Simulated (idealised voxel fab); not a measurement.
This is a process module. Its name is voxel capacitor over wiring.
FYI the section here is cut, 250 nm wide, cells are 5 nm squares.
Each cross-section below is a grid of square cells, stated as bands in top-down order, with one or more rows of cells making up each band. Heights first: top, then bottom, in nm. Then materials, left to right, each with a width in nm. "throughout" on a single material: fills the band edge to edge. "empty": empty space. Heads up on the height convention: 0 is the point under which the incoming wafer is all one material, and the lowest band has no bottom, it just keeps going down, like "0 nm and below". The notation "30..40" denotes a width that varies across the rows of cells in the band, beginning at the first number in the top row, finishing at the second number in the bottom row, and changing by an identical amount from each row to the next. Step marked "nothing different"? Then no cell in the cross-section changed in it. Basically, "Sealed void list" tells you about the enclosed voids: empty spaces with no open way to the top, 8 cells or bigger, each written width x height at distance, where distance is from the left edge, all in nm. It should be noted that, on the line of a given step, the content following the step's settings is a remark produced by the simulator itself with respect to that step. If you see "overlay nm" on a step's line and that step has a mask, it's telling you how far right of where it was planned the mask ended up; a negative number means it went left instead.

Planned step list for the process:
| 1 | RECEIVE [material Si] |
| 2 | CONFORMAL_DEP [material SiO2] [thk nm 15] |
| 3 | DIRECTIONAL_DEP [material TiN] [thk nm 5] |
| 4 | DIRECTIONAL_DEP [material W] [thk nm 20] |
| 5 | PATTERN [tone cover] [mask id METAL_1] [material resist] [width nm 30] [pitch nm 100] [thk nm 15] [overlay nm 0] |
| 6 | DIRECTIONAL_ETCH [etch materials W] [depth nm 20] |
| 7 | DIRECTIONAL_ETCH [etch materials TiN] [depth nm 5] |
| 8 | STRIP [etch materials resist] |
| 9 | FILL_DEP [material SiO2] [thk nm 5] |
| 10 | CMP [height nm 40] |
| 11 | CONFORMAL_DEP [material SiCN] [thk nm 5] |
| 12 | DIRECTIONAL_DEP [material SiO2] [thk nm 20] |
| 13 | PATTERN [tone open] [mask id PLUG_1] [material resist] [width nm 15] [thk nm 15] [overlay nm 0] |
| 14 | DIRECTIONAL_ETCH [etch materials SiO2] [depth nm 20] |
| 15 | DIRECTIONAL_ETCH [etch materials SiCN] [depth nm 5] |
| 16 | STRIP [etch materials resist] |
| 17 | EPI [material Ru] [thk nm 10] |
| 18 | EPI [material Ru] [thk nm 10] |
| 19 | EPI [material Ru] [thk nm 5] |
| 20 | DIRECTIONAL_DEP [material TiN] [thk nm 10] |
| 21 | DIRECTIONAL_DEP [material HfO2] [thk nm 5] |
| 22 | DIRECTIONAL_DEP [material TiN] [thk nm 10] |
| 23 | DIRECTIONAL_DEP [material aC] [thk nm 15] |
| 24 | PATTERN [tone cover] [mask id UPPER_PLATE] [material resist] [width nm 75] [thk nm 35] [overlay nm 0] |
| 25 | DIRECTIONAL_ETCH [etch materials aC] [depth nm 15] |
| 26 | STRIP [etch materials resist] |
| 27 | DIRECTIONAL_ETCH [etch materials TiN] [depth nm 10] |
| 28 | DIRECTIONAL_ETCH [etch materials HfO2] [depth nm 5] |
| 29 | STRIP [etch materials aC] |
| 30 | DIRECTIONAL_DEP [material aC] [thk nm 15] |
| 31 | PATTERN [tone cover] [mask id LOWER_PLATE] [material resist] [width nm 85] [thk nm 35] [overlay nm 0] |
| 32 | DIRECTIONAL_ETCH [etch materials aC] [depth nm 15] |
| 33 | STRIP [etch materials resist] |
| 34 | DIRECTIONAL_ETCH [etch materials TiN] [depth nm 10] |
| 35 | STRIP [etch materials aC] |
| 36 | FILL_DEP [material SiO2] [thk nm 15] |
| 37 | CMP [height nm 100] |
| 38 | DIRECTIONAL_DEP [material aC] [thk nm 15] |
| 39 | PATTERN [tone open] [mask id PLUG_2] [material resist] [width nm 15] [thk nm 30] [overlay nm 0] |
| 40 | DIRECTIONAL_ETCH [etch materials aC] [depth nm 15] |
| 41 | STRIP [etch materials resist] |
| 42 | DIRECTIONAL_ETCH [etch materials SiO2] [depth nm 10] |
| 43 | STRIP [etch materials aC] |
| 44 | CONFORMAL_DEP [material TiN] [thk nm 5] |
| 45 | FILL_DEP [material W] [thk nm 5] |
| 46 | CMP [height nm 100] |
| 47 | CONFORMAL_DEP [material SiCN] [thk nm 5] |

Account of the first of two wafers, which was processed as intended:

As received (post step 1): cross-section:
	0 nm and below  Si throughout
	Sealed void list: none

The wafer, seen in cross-section, after step 2:
	15 nm to 0 nm  SiO2 throughout
	At heights below 0, the structure remains unaltered.

The wafer, seen in cross-section, after step 3:
	20 nm to 15 nm  TiN throughout
	At heights below 15, the structure remains unaltered.

The wafer, seen in cross-section, after step 4:
	40 nm to 20 nm  W throughout
	At heights below 20, the structure remains unaltered.

The wafer, seen in cross-section, after step 5:
	55 nm to 40 nm  60 empty | 30 resist | 70 empty | 30 resist | 60 empty
	At heights below 40, the structure remains unaltered.

The wafer, seen in cross-section, after step 6:
	55 nm to 40 nm  60 empty | 30 resist | 70 empty | 30 resist | 60 empty
	40 nm to 20 nm  60 empty | 30 W | 70 empty | 30 W | 60 empty
	At heights below 20, the structure remains unaltered.

The wafer, seen in cross-section, after step 7:
	55 nm to 40 nm  60 empty | 30 resist | 70 empty | 30 resist | 60 empty
	40 nm to 20 nm  60 empty | 30 W | 70 empty | 30 W | 60 empty
	20 nm to 15 nm  60 empty | 30 TiN | 70 empty | 30 TiN | 60 empty
	At heights below 15, the structure remains unaltered.

The wafer, seen in cross-section, after step 8:
	40 nm to 20 nm  60 empty | 30 W | 70 empty | 30 W | 60 empty
	At heights below 20, the structure remains unaltered.

The wafer, seen in cross-section, after step 9:
	45 nm to 40 nm  SiO2 throughout
	40 nm to 20 nm  60 SiO2 | 30 W | 70 SiO2 | 30 W | 60 SiO2
	20 nm to 15 nm  60 SiO2 | 30 TiN | 70 SiO2 | 30 TiN | 60 SiO2
	At heights below 15, the structure remains unaltered.

The wafer, seen in cross-section, after step 10:
	40 nm to 20 nm  60 SiO2 | 30 W | 70 SiO2 | 30 W | 60 SiO2
	At heights below 20, the structure remains unaltered.

The wafer, seen in cross-section, after step 11:
	45 nm to 40 nm  SiCN throughout
	At heights below 40, the structure remains unaltered.

The wafer, seen in cross-section, after step 12:
	65 nm to 45 nm  SiO2 throughout
	At heights below 45, the structure remains unaltered.

The wafer, seen in cross-section, after step 13:
	80 nm to 65 nm  75 resist | 15 empty | 160 resist
	At heights below 65, the structure remains unaltered.

The wafer, seen in cross-section, after step 14:
	80 nm to 65 nm  75 resist | 15 empty | 160 resist
	65 nm to 45 nm  75 SiO2 | 15 empty | 160 SiO2
	At heights below 45, the structure remains unaltered.

The wafer, seen in cross-section, after step 15:
	80 nm to 65 nm  75 resist | 15 empty | 160 resist
	65 nm to 45 nm  75 SiO2 | 15 empty | 160 SiO2
	45 nm to 40 nm  75 SiCN | 15 empty | 160 SiCN
	At heights below 40, the structure remains unaltered.

The wafer, seen in cross-section, after step 16:
	65 nm to 45 nm  75 SiO2 | 15 empty | 160 SiO2
	At heights below 45, the structure remains unaltered.

The wafer, seen in cross-section, after step 17:
	65 nm to 50 nm  75 SiO2 | 15 empty | 160 SiO2
	50 nm to 45 nm  75 SiO2 | 15 Ru | 160 SiO2
	45 nm to 40 nm  75 SiCN | 15 Ru | 160 SiCN
	At heights below 40, the structure remains unaltered.

The wafer, seen in cross-section, after step 18:
	65 nm to 60 nm  75 SiO2 | 15 empty | 160 SiO2
	60 nm to 45 nm  75 SiO2 | 15 Ru | 160 SiO2
	At heights below 45, the structure remains unaltered.

The wafer, seen in cross-section, after step 19:
	65 nm to 45 nm  75 SiO2 | 15 Ru | 160 SiO2
	At heights below 45, the structure remains unaltered.

The wafer, seen in cross-section, after step 20:
	75 nm to 65 nm  TiN throughout
	At heights below 65, the structure remains unaltered.

The wafer, seen in cross-section, after step 21:
	80 nm to 75 nm  HfO2 throughout
	At heights below 75, the structure remains unaltered.

The wafer, seen in cross-section, after step 22:
	90 nm to 80 nm  TiN throughout
	At heights below 80, the structure remains unaltered.

The wafer, seen in cross-section, after step 23:
	105 nm to 90 nm  aC throughout
	At heights below 90, the structure remains unaltered.

The wafer, seen in cross-section, after step 24:
	140 nm to 105 nm  75 empty | 75 resist | 100 empty
	At heights below 105, the structure remains unaltered.

The wafer, seen in cross-section, after step 25:
	125 nm to 105 nm  75 empty | 75 resist | 100 empty
	105 nm to 90 nm  75 empty | 75 aC | 100 empty
	At heights below 90, the structure remains unaltered.

The wafer, seen in cross-section, after step 26:
	105 nm to 90 nm  75 empty | 75 aC | 100 empty
	At heights below 90, the structure remains unaltered.

The wafer, seen in cross-section, after step 27:
	105 nm to 90 nm  75 empty | 75 aC | 100 empty
	90 nm to 80 nm  75 empty | 75 TiN | 100 empty
	At heights below 80, the structure remains unaltered.

The wafer, seen in cross-section, after step 28:
	105 nm to 90 nm  75 empty | 75 aC | 100 empty
	90 nm to 80 nm  75 empty | 75 TiN | 100 empty
	80 nm to 75 nm  75 empty | 75 HfO2 | 100 empty
	At heights below 75, the structure remains unaltered.

The wafer, seen in cross-section, after step 29:
	90 nm to 80 nm  75 empty | 75 TiN | 100 empty
	At heights below 80, the structure remains unaltered.

The wafer, seen in cross-section, after step 30:
	105 nm to 90 nm  75 empty | 75 aC | 100 empty
	90 nm to 80 nm  75 aC | 75 TiN | 100 aC
	80 nm to 75 nm  75 aC | 75 HfO2 | 100 aC
	At heights below 75, the structure remains unaltered.

The wafer, seen in cross-section, after step 31:
	140 nm to 105 nm  70 empty | 85 resist | 95 empty
	105 nm to 90 nm  70 empty | 5 resist | 75 aC | 5 resist | 95 empty
	At heights below 90, the structure remains unaltered.

The wafer, seen in cross-section, after step 32:
	125 nm to 105 nm  70 empty | 85 resist | 95 empty
	105 nm to 90 nm  70 empty | 5 resist | 75 aC | 5 resist | 95 empty
	90 nm to 80 nm  70 empty | 5 aC | 75 TiN | 5 aC | 95 empty
	80 nm to 75 nm  70 empty | 5 aC | 75 HfO2 | 5 aC | 95 empty
	At heights below 75, the structure remains unaltered.

The wafer, seen in cross-section, after step 33:
	105 nm to 90 nm  75 empty | 75 aC | 100 empty
	At heights below 90, the structure remains unaltered.

The wafer, seen in cross-section, after step 34:
	105 nm to 90 nm  75 empty | 75 aC | 100 empty
	90 nm to 80 nm  70 empty | 5 aC | 75 TiN | 5 aC | 95 empty
	80 nm to 75 nm  70 empty | 5 aC | 75 HfO2 | 5 aC | 95 empty
	75 nm to 65 nm  70 empty | 85 TiN | 95 empty
	At heights below 65, the structure remains unaltered.

The wafer, seen in cross-section, after step 35:
	90 nm to 80 nm  75 empty | 75 TiN | 100 empty
	80 nm to 75 nm  75 empty | 75 HfO2 | 100 empty
	At heights below 75, the structure remains unaltered.

The wafer, seen in cross-section, after step 36:
	105 nm to 90 nm  SiO2 throughout
	90 nm to 80 nm  75 SiO2 | 75 TiN | 100 SiO2
	80 nm to 75 nm  75 SiO2 | 75 HfO2 | 100 SiO2
	75 nm to 65 nm  70 SiO2 | 85 TiN | 95 SiO2
	At heights below 65, the structure remains unaltered.

The wafer, seen in cross-section, after step 37:
	100 nm to 90 nm  SiO2 throughout
	At heights below 90, the structure remains unaltered.

The wafer, seen in cross-section, after step 38:
	115 nm to 100 nm  aC throughout
	At heights below 100, the structure remains unaltered.

The wafer, seen in cross-section, after step 39:
	145 nm to 115 nm  85 resist | 15 empty | 150 resist
	At heights below 115, the structure remains unaltered.

The wafer, seen in cross-section, after step 40:
	130 nm to 115 nm  85 resist | 15 empty | 150 resist
	115 nm to 100 nm  85 aC | 15 empty | 150 aC
	At heights below 100, the structure remains unaltered.

The wafer, seen in cross-section, after step 41:
	115 nm to 100 nm  85 aC | 15 empty | 150 aC
	At heights below 100, the structure remains unaltered.

The wafer, seen in cross-section, after step 42:
	115 nm to 100 nm  85 aC | 15 empty | 150 aC
	100 nm to 90 nm  85 SiO2 | 15 empty | 150 SiO2
	At heights below 90, the structure remains unaltered.

The wafer, seen in cross-section, after step 43:
	100 nm to 90 nm  85 SiO2 | 15 empty | 150 SiO2
	At heights below 90, the structure remains unaltered.

The wafer, seen in cross-section, after step 44:
	105 nm to 100 nm  90 TiN | 5 empty | 155 TiN
	100 nm to 95 nm  85 SiO2 | 5 TiN | 5 empty | 5 TiN | 150 SiO2
	95 nm to 90 nm  85 SiO2 | 15 TiN | 150 SiO2
	At heights below 90, the structure remains unaltered.

The wafer, seen in cross-section, after step 45:
	110 nm to 105 nm  W throughout
	105 nm to 100 nm  90 TiN | 5 W | 155 TiN
	100 nm to 95 nm  85 SiO2 | 5 TiN | 5 W | 5 TiN | 150 SiO2
	At heights below 95, the structure remains unaltered.

The wafer, seen in cross-section, after step 46:
	100 nm to 95 nm  85 SiO2 | 5 TiN | 5 W | 5 TiN | 150 SiO2
	At heights below 95, the structure remains unaltered.

The wafer, seen in cross-section, after step 47:
	105 nm to 100 nm  SiCN throughout
	At heights below 100, the structure remains unaltered.

Notes, second wafer: start = first wafer's, plan = first wafer's, execution had one mistake; history identical to first through step 20:

X-section, second wafer, when step 21 was due to finish:
	85 nm to 65 nm  TiN throughout
	At heights below 65, the structure remains unaltered.

X-section, second wafer, when step 22 was due to finish:
	90 nm to 85 nm  HfO2 throughout
	At heights below 85, the structure remains unaltered.

X-section, second wafer, when step 23 was due to finish:
	105 nm to 90 nm  aC throughout
	At heights below 90, the structure remains unaltered.

X-section, second wafer, when step 24 was due to finish:
	140 nm to 105 nm  75 empty | 75 resist | 100 empty
	At heights below 105, the structure remains unaltered.

X-section, second wafer, when step 25 was due to finish:
	125 nm to 105 nm  75 empty | 75 resist | 100 empty
	105 nm to 90 nm  75 empty | 75 aC | 100 empty
	At heights below 90, the structure remains unaltered.

X-section, second wafer, when step 26 was due to finish:
	105 nm to 90 nm  75 empty | 75 aC | 100 empty
	At heights below 90, the structure remains unaltered.

X-section, second wafer, when step 27 was due to finish: nothing different

X-section, second wafer, when step 28 was due to finish:
	105 nm to 90 nm  75 empty | 75 aC | 100 empty
	90 nm to 85 nm  75 empty | 75 HfO2 | 100 empty
	At heights below 85, the structure remains unaltered.

X-section, second wafer, when step 29 was due to finish:
	90 nm to 85 nm  75 empty | 75 HfO2 | 100 empty
	At heights below 85, the structure remains unaltered.

X-section, second wafer, when step 30 was due to finish:
	105 nm to 100 nm  75 empty | 75 aC | 100 empty
	100 nm to 90 nm  aC throughout
	90 nm to 85 nm  75 aC | 75 HfO2 | 100 aC
	At heights below 85, the structure remains unaltered.

X-section, second wafer, when step 31 was due to finish:
	140 nm to 105 nm  70 empty | 85 resist | 95 empty
	105 nm to 100 nm  70 empty | 5 resist | 75 aC | 5 resist | 95 empty
	At heights below 100, the structure remains unaltered.

X-section, second wafer, when step 32 was due to finish:
	125 nm to 105 nm  70 empty | 85 resist | 95 empty
	105 nm to 100 nm  70 empty | 5 resist | 75 aC | 5 resist | 95 empty
	100 nm to 90 nm  70 empty | 85 aC | 95 empty
	90 nm to 85 nm  70 empty | 5 aC | 75 HfO2 | 5 aC | 95 empty
	At heights below 85, the structure remains unaltered.

X-section, second wafer, when step 33 was due to finish:
	105 nm to 100 nm  75 empty | 75 aC | 100 empty
	At heights below 100, the structure remains unaltered.

X-section, second wafer, when step 34 was due to finish:
	105 nm to 100 nm  75 empty | 75 aC | 100 empty
	100 nm to 90 nm  70 empty | 85 aC | 95 empty
	90 nm to 85 nm  70 empty | 5 aC | 75 HfO2 | 5 aC | 95 empty
	85 nm to 75 nm  70 empty | 85 TiN | 95 empty
	At heights below 75, the structure remains unaltered.

X-section, second wafer, when step 35 was due to finish:
	90 nm to 85 nm  75 empty | 75 HfO2 | 100 empty
	At heights below 85, the structure remains unaltered.

X-section, second wafer, when step 36 was due to finish:
	105 nm to 90 nm  SiO2 throughout
	90 nm to 85 nm  75 SiO2 | 75 HfO2 | 100 SiO2
	85 nm to 75 nm  70 SiO2 | 85 TiN | 95 SiO2
	At heights below 75, the structure remains unaltered.

X-section, second wafer, when step 37 was due to finish:
	100 nm to 90 nm  SiO2 throughout
	At heights below 90, the structure remains unaltered.

X-section, second wafer, when step 38 was due to finish:
	115 nm to 100 nm  aC throughout
	At heights below 100, the structure remains unaltered.

X-section, second wafer, when step 39 was due to finish:
	145 nm to 115 nm  85 resist | 15 empty | 150 resist
	At heights below 115, the structure remains unaltered.

X-section, second wafer, when step 40 was due to finish:
	130 nm to 115 nm  85 resist | 15 empty | 150 resist
	115 nm to 100 nm  85 aC | 15 empty | 150 aC
	At heights below 100, the structure remains unaltered.

X-section, second wafer, when step 41 was due to finish:
	115 nm to 100 nm  85 aC | 15 empty | 150 aC
	At heights below 100, the structure remains unaltered.

X-section, second wafer, when step 42 was due to finish:
	115 nm to 100 nm  85 aC | 15 empty | 150 aC
	100 nm to 90 nm  85 SiO2 | 15 empty | 150 SiO2
	At heights below 90, the structure remains unaltered.

X-section, second wafer, when step 43 was due to finish:
	100 nm to 90 nm  85 SiO2 | 15 empty | 150 SiO2
	At heights below 90, the structure remains unaltered.

X-section, second wafer, when step 44 was due to finish:
	105 nm to 100 nm  90 TiN | 5 empty | 155 TiN
	100 nm to 95 nm  85 SiO2 | 5 TiN | 5 empty | 5 TiN | 150 SiO2
	95 nm to 90 nm  85 SiO2 | 15 TiN | 150 SiO2
	At heights below 90, the structure remains unaltered.

X-section, second wafer, when step 45 was due to finish:
	110 nm to 105 nm  W throughout
	105 nm to 100 nm  90 TiN | 5 W | 155 TiN
	100 nm to 95 nm  85 SiO2 | 5 TiN | 5 W | 5 TiN | 150 SiO2
	At heights below 95, the structure remains unaltered.

X-section, second wafer, when step 46 was due to finish:
	100 nm to 95 nm  85 SiO2 | 5 TiN | 5 W | 5 TiN | 150 SiO2
	At heights below 95, the structure remains unaltered.

X-section, second wafer, when step 47 was due to finish:
	105 nm to 100 nm  SiCN throughout
	At heights below 100, the structure remains unaltered.
Misprocessing identified: transposition of steps 21 and 22 relative to the planned sequence
In the final state, the cell counts of the second wafer exceed or fall short of those of the first for the following materials: SiO2 -70, TiN +70
